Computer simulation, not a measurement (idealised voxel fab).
Module name: voxel air gaps (process module)
FYI the section here is cut, 265 nm wide, cells are 5 nm squares.
How to read a cross-section here: the picture is a grid of square cells, written as bands going from the top down, and any band can span one or more rows of cells. The entry gives the band's vertical extent as a top height and a bottom height in nm, then its horizontal make-up as materials from left to right, each with a width in nm. "empty" stands for empty space; a single material marked "throughout" fills the band edge to edge. Below 0: as-received wafer, all one material; heights counted from there. Lowest band: no bottom, goes on down, written "0 down". With a width like "30->40", each row of cells in the band differs from the next by the same amount, the top row carrying the first number and the bottom row the second. "changes: none" after a step means that no cell of the cross-section changed. Enclosed voids (no open way to top), threshold 8 cells or more, entry "Closed empty spaces", notation width x height at distance, distance from left edge, nm. Text after the settings on a step's line: the simulator's own remark on that step. The setting "overlay nm" may be written on the line of a step. When the step uses a mask, the value reports how far to the right of the planned place the mask lay, and a negative value reports that it lay to the left.
**Listed below are the process steps as planned**
step 1: RECEIVE with material Si
step 2: CONFORMAL_DEP with material SiO2, thk nm 15
step 3: CONFORMAL_DEP with material SiCN, thk nm 5
step 4: DIRECTIONAL_DEP with material lowk, thk nm 35
step 5: MASKED_ETCH with tone open, mask id LINES, width nm 20, pitch nm 50, etch materials lowk, depth nm 35, overlay nm 0
step 6: CONFORMAL_DEP with material TiN, thk nm 5
step 7: FILL_DEP with material Ru, thk nm 5
step 8: CMP with height nm 55
step 9: EPI with material Ru, thk nm 10
step 10: SELECTIVE_ETCH with etch materials lowk, depth nm 45
step 11: CONFORMAL_DEP with material SiCN, thk nm 5
**Received-state cross-section, reflecting completion of step 1**
- 0 down | Si throughout
- Closed empty spaces: none
**End-of-module cross-section. Starting structure and process plan as above; one mistake made in running it**
- 70 to 65 | 55 of empty, then 150 of SiCN, then 60 of empty
- 65 to 55 | 55 of empty, then 5 of SiCN, then 40 of Ru, then 10 of SiCN, then 40 of Ru, then 10 of SiCN, then 40 of Ru, then 5 of SiCN, then 60 of empty
- 55 to 50 | 55 of empty, then 15 of SiCN, then 5 of TiN, then 10 of Ru, then 5 of TiN, then 30 of SiCN, then 5 of TiN, then 10 of Ru, then 5 of TiN, then 30 of SiCN, then 5 of TiN, then 10 of Ru, then 5 of TiN, then 15 of SiCN, then 60 of empty
- 50 to 25 | 65 of empty, then 5 of SiCN, then 5 of TiN, then 10 of Ru, then 5 of TiN, then 5 of SiCN, then 20 of empty, then 5 of SiCN, then 5 of TiN, then 10 of Ru, then 5 of TiN, then 5 of SiCN, then 20 of empty, then 5 of SiCN, then 5 of TiN, then 10 of Ru, then 5 of TiN, then 5 of SiCN, then 70 of empty
- 25 to 20 | 70 of SiCN, then 20 of TiN, then 30 of SiCN, then 20 of TiN, then 30 of SiCN, then 20 of TiN, then 75 of SiCN
- 20 to 5 | SiO2 throughout
- 5 to 0 | SiCN throughout
- 0 down | Si throughout
- Closed empty spaces: 20 x 25 at 95; 20 x 25 at 145
The mistake made against the process plan was this: step 3 occupied the plan position of step 2, and the converse holds as well
